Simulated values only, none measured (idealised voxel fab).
process module | voxel fin reveal
cross-section cut | 210 nm wide | cells 5 nm
A cross-section is a grid of square cells, given in bands from the top down. A band is one or more rows of cells.
Each band's line starts with the height of the band's top and of its bottom, in nm. Then come its materials from left to right, each with its width in nm. One material with "throughout" fills the band from edge to edge. "air" is empty space.
Height 0 is the level under which the wafer as received is all one material. The lowest band goes on downwards, as in "0 down".
A width such as "30 to 40" changes by the same amount from each row of cells to the next, from the band's top row to its bottom row.
"no change" after a step means that no cell of the cross-section changed.
closed voids: empty space of 8 cells or more with no open way to the top, each as width x height at its distance from the left edge, in nm
after a step's settings: what the simulator itself notes on the step
overlay nm, on a step with a mask: how far to the right of its planned place the mask lay; to the left if negative
plan
1 op RECEIVE | material Si
2 op CONFORMAL_DEP | material SiN | thk nm 5
3 op PATTERN | tone cover | mask id FINS | material resist | width nm 15 | pitch nm 40 | thk nm 20 | overlay nm 0
4 op DIRECTIONAL_ETCH | etch materials SiN | depth nm 5
5 op DIRECTIONAL_ETCH | etch materials Si | depth nm 35
6 op STRIP | etch materials resist
7 op FILL_DEP | material SiO2 | thk nm 5
8 op CMP | height nm 5
9 op SELECTIVE_ETCH | etch materials SiO2 | depth nm 30
10 op STRIP | etch materials SiN
11 op CONFORMAL_DEP | material HfO2 | thk nm 5
as received, after step 1
  0 down: Si throughout
  closed voids: none
first wafer at the end, as planned
  5 to 0: air 30 | HfO2 25 | air 15 | HfO2 25 | air 15 | HfO2 25 | air 15 | HfO2 25 | air 35
  0 to -20: air 30 | HfO2 5 | Si 15 | HfO2 5 | air 15 | HfO2 5 | Si 15 | HfO2 5 | air 15 | HfO2 5 | Si 15 | HfO2 5 | air 15 | HfO2 5 | Si 15 | HfO2 5 | air 35
  -20 to -25: HfO2 35 | Si 15 | HfO2 25 | Si 15 | HfO2 25 | Si 15 | HfO2 25 | Si 15 | HfO2 40
  -25 to -35: SiO2 35 | Si 15 | SiO2 25 | Si 15 | SiO2 25 | Si 15 | SiO2 25 | Si 15 | SiO2 40
  -35 down: Si throughout
  closed voids: none
second wafer at the end: like start, like plan, one mistake
  5 to 0: HfO2 40 | air 5 | HfO2 35 | air 5 | HfO2 35 | air 5 | HfO2 35 | air 5 | HfO2 45
  0 to -20: Si 35 | HfO2 5 | air 5 | HfO2 5 | Si 25 | HfO2 5 | air 5 | HfO2 5 | Si 25 | HfO2 5 | air 5 | HfO2 5 | Si 25 | HfO2 5 | air 5 | HfO2 5 | Si 40
  -20 to -25: Si 35 | HfO2 15 | Si 25 | HfO2 15 | Si 25 | HfO2 15 | Si 25 | HfO2 15 | Si 40
  -25 to -35: Si 35 | SiO2 15 | Si 25 | SiO2 15 | Si 25 | SiO2 15 | Si 25 | SiO2 15 | Si 40
  -35 down: Si throughout
  closed voids: none
what went wrong: step 3 ran as: op PATTERN | tone open | mask id FINS | material resist | width nm 15 | pitch nm 40 | thk nm 20 | overlay nm 0
at the end the second wafer has, in cells: 126 more of Si | 36 fewer of SiO2
